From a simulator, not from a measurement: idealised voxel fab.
Process module name: voxel wiring stack
Section shown: cut. Width: 250 nm. Cell size: 5 nm, square.
Reading order for cross-sections: top band down to bottom band. Underlying form: a grid of square cells. Band size: one or more rows of cells.
Each band's line starts with the height of the band's top and of its bottom, in nm. Then come its materials from left to right, each with its width in nm. One material with "all across" fills the band from edge to edge. "blank" is empty space.
Below 0: as-received wafer, all one material; heights counted from there. Lowest band: no bottom, goes on down, written "0 down".
Width: "30->40" (first number = top row, second number = bottom row, same change from row to row of cells).
"no alteration" means the step left every cell of the cross-section as it was.
In "Non-vented voids" the enclosed voids are listed, meaning empty spaces of 8 cells or larger without any opening to the top. The form is width x height at distance, distance from the left edge, units nm.
after a step's settings: what the simulator itself notes on the step
A step line may carry the setting "overlay nm", which, for steps involving a mask, states the distance by which the mask lay to the right of its intended position; negative values denote displacement to the left.
[The planned process steps are enumerated hereunder]
| 1 | RECEIVE, material Si |
| 2 | CONFORMAL_DEP, material SiO2, thk nm 10 |
| 3 | CONFORMAL_DEP, material SiN, thk nm 5 |
| 4 | DIRECTIONAL_DEP, material SiO2, thk nm 20 |
| 5 | DIRECTIONAL_DEP, material aC, thk nm 10 |
| 6 | PATTERN, tone open, mask id METAL_1, material resist, width nm 20, pitch nm 40, thk nm 25, overlay nm 0 |
| 7 | DIRECTIONAL_ETCH, etch materials aC, depth nm 10 |
| 8 | STRIP, etch materials resist |
| 9 | DIRECTIONAL_ETCH, etch materials SiO2, depth nm 20 |
| 10 | DIRECTIONAL_ETCH, etch materials SiN, depth nm 5 |
| 11 | STRIP, etch materials aC |
| 12 | CONFORMAL_DEP, material TiN, thk nm 5 |
| 13 | FILL_DEP, material Cu, thk nm 5 |
| 14 | CMP, height nm 35 |
| 15 | CONFORMAL_DEP, material SiCN, thk nm 5 |
| 16 | DIRECTIONAL_DEP, material lowk, thk nm 30 |
| 17 | MASKED_ETCH, tone open, mask id METAL_2, width nm 20, pitch nm 40, etch materials lowk, depth nm 20, overlay nm 0 |
| 18 | PATTERN, tone open, mask id METAL_2_HOLES, material resist, width nm 15, pitch nm 40, thk nm 20, overlay nm 0 |
| 19 | DIRECTIONAL_ETCH, etch materials lowk, depth nm 10 |
| 20 | DIRECTIONAL_ETCH, etch materials SiCN, depth nm 5 |
| 21 | STRIP, etch materials resist |
| 22 | CONFORMAL_DEP, material TiN, thk nm 5 |
| 23 | FILL_DEP, material Cu, thk nm 10 |
| 24 | CMP, height nm 70 |
| 25 | CONFORMAL_DEP, material SiCN, thk nm 5 |
| 26 | DIRECTIONAL_DEP, material lowk, thk nm 10 |
| 27 | DIRECTIONAL_DEP, material aC, thk nm 15 |
| 28 | PATTERN, tone open, mask id PLUG_2, material resist, width nm 15, thk nm 35, overlay nm 0 |
| 29 | DIRECTIONAL_ETCH, etch materials aC, depth nm 15 |
| 30 | STRIP, etch materials resist |
| 31 | DIRECTIONAL_ETCH, etch materials lowk, depth nm 10 |
| 32 | DIRECTIONAL_ETCH, etch materials SiCN, depth nm 5 |
| 33 | STRIP, etch materials aC |
| 34 | EPI, material Ru, thk nm 10 |
| 35 | EPI, material Ru, thk nm 5 |
| 36 | CONFORMAL_DEP, material SiCN, thk nm 5 |
| 37 | DIRECTIONAL_DEP, material lowk, thk nm 20 |
| 38 | PATTERN, tone open, mask id METAL_3, material resist, width nm 20, pitch nm 40, thk nm 15, overlay nm 0 |
| 39 | DIRECTIONAL_ETCH, etch materials lowk, depth nm 20 |
| 40 | DIRECTIONAL_ETCH, etch materials SiCN, depth nm 5 |
| 41 | STRIP, etch materials resist |
| 42 | CONFORMAL_DEP, material TiN, thk nm 5 |
| 43 | FILL_DEP, material Cu, thk nm 5 |
| 44 | CMP, height nm 110 |
| 45 | EPI, material Ru, thk nm 5 |
| 46 | FILL_DEP, material SiCN, thk nm 5 |
| 47 | DIRECTIONAL_DEP, material SiO2, thk nm 10 |
| 48 | DIRECTIONAL_DEP, material aC, thk nm 10 |
| 49 | PATTERN, tone open, mask id PLUG_3, material resist, width nm 15, pitch nm 40, thk nm 30, overlay nm 0 |
| 50 | DIRECTIONAL_ETCH, etch materials aC, depth nm 10 |
| 51 | STRIP, etch materials resist |
| 52 | DIRECTIONAL_ETCH, etch materials SiO2, depth nm 10 |
| 53 | DIRECTIONAL_ETCH, etch materials SiCN, depth nm 5 |
| 54 | STRIP, etch materials aC |
| 55 | EPI, material Ru, thk nm 10 |
| 56 | EPI, material Ru, thk nm 5 |
| 57 | CONFORMAL_DEP, material SiN, thk nm 5 |
| 58 | DIRECTIONAL_DEP, material SiO2, thk nm 15 |
| 59 | MASKED_ETCH, tone open, mask id METAL_4, width nm 20, pitch nm 40, etch materials SiO2, depth nm 15, overlay nm 0 |
| 60 | MASKED_ETCH, tone open, mask id METAL_4, width nm 20, pitch nm 40, etch materials SiN, depth nm 5, overlay nm 0 |
| 61 | CONFORMAL_DEP, material TiN, thk nm 5 |
| 62 | FILL_DEP, material W, thk nm 10 |
| 63 | CMP, height nm 150 |
| 64 | EPI, material Ru, thk nm 5 |
| 65 | FILL_DEP, material SiCN, thk nm 5 |
[Incoming wafer, cross-sectional view, post step 1]
	0 down  Si all across
	Non-vented voids: none
[Look at the cross-section after the module: the wafer started out the way shown above and the plan was the one shown above, yet one mistake was made along the way]
	160 to 155  SiCN all across
	155 to 150  SiCN 90 nm  Ru 30 nm  SiCN 10 nm  Ru 30 nm  SiCN 90 nm
	150 to 135  SiO2 95 nm  TiN 5 nm  W 10 nm  TiN 5 nm  SiO2 20 nm  TiN 5 nm  W 10 nm  TiN 5 nm  SiO2 95 nm
	135 to 130  SiN 95 nm  TiN 20 nm  SiN 20 nm  TiN 20 nm  SiN 95 nm
	130 to 120  SiO2 95 nm  Ru 15 nm  SiO2 25 nm  Ru 15 nm  SiO2 100 nm
	120 to 110  SiCN 95->90 nm  Ru 15->30 nm  SiCN 25->10 nm  Ru 15->30 nm  SiCN 100->90 nm
	110 to 90  lowk 95 nm  TiN 5 nm  Cu 10 nm  TiN 5 nm  lowk 20 nm  TiN 5 nm  Cu 10 nm  TiN 5 nm  lowk 95 nm
	90 to 85  SiCN 95 nm  TiN 20 nm  SiCN 20 nm  TiN 20 nm  SiCN 95 nm
	85 to 75  lowk 95 nm  Ru 15 nm  lowk 140 nm
	75 to 70  SiCN 95 nm  Ru 15 nm  SiCN 140 nm
	70 to 60  lowk 95 nm  TiN 5 nm  Cu 15->10 nm  TiN 5->10 nm  lowk 15 nm  TiN 5 nm  Cu 15->10 nm  TiN 5->10 nm  lowk 90 nm
	60 to 55  lowk 95 nm  TiN 5 nm  Cu 10 nm  TiN 5 nm  lowk 20 nm  TiN 5 nm  Cu 10 nm  TiN 5 nm  lowk 95 nm
	55 to 50  lowk 95 nm  TiN 20 nm  lowk 20 nm  TiN 20 nm  lowk 95 nm
	50 to 40  lowk 105 nm  TiN 10 nm  lowk 30 nm  TiN 10 nm  lowk 95 nm
	40 to 35  SiCN 105 nm  TiN 10 nm  SiCN 30 nm  TiN 10 nm  SiCN 95 nm
	35 to 15  SiO2 95 nm  TiN 5 nm  Cu 10 nm  TiN 5 nm  SiO2 20 nm  TiN 5 nm  Cu 10 nm  TiN 5 nm  SiO2 95 nm
	15 to 10  SiN 95 nm  TiN 20 nm  SiN 20 nm  TiN 20 nm  SiN 95 nm
	10 to 0  SiO2 all across
	0 down  Si all across
	Non-vented voids: none
Deviation noted in wafer processing: the process deviated at step 18: the operation and settings actually run there were PATTERN, tone open, mask id METAL_2_HOLES, material resist, width nm 15, pitch nm 40, thk nm 20, overlay nm 10
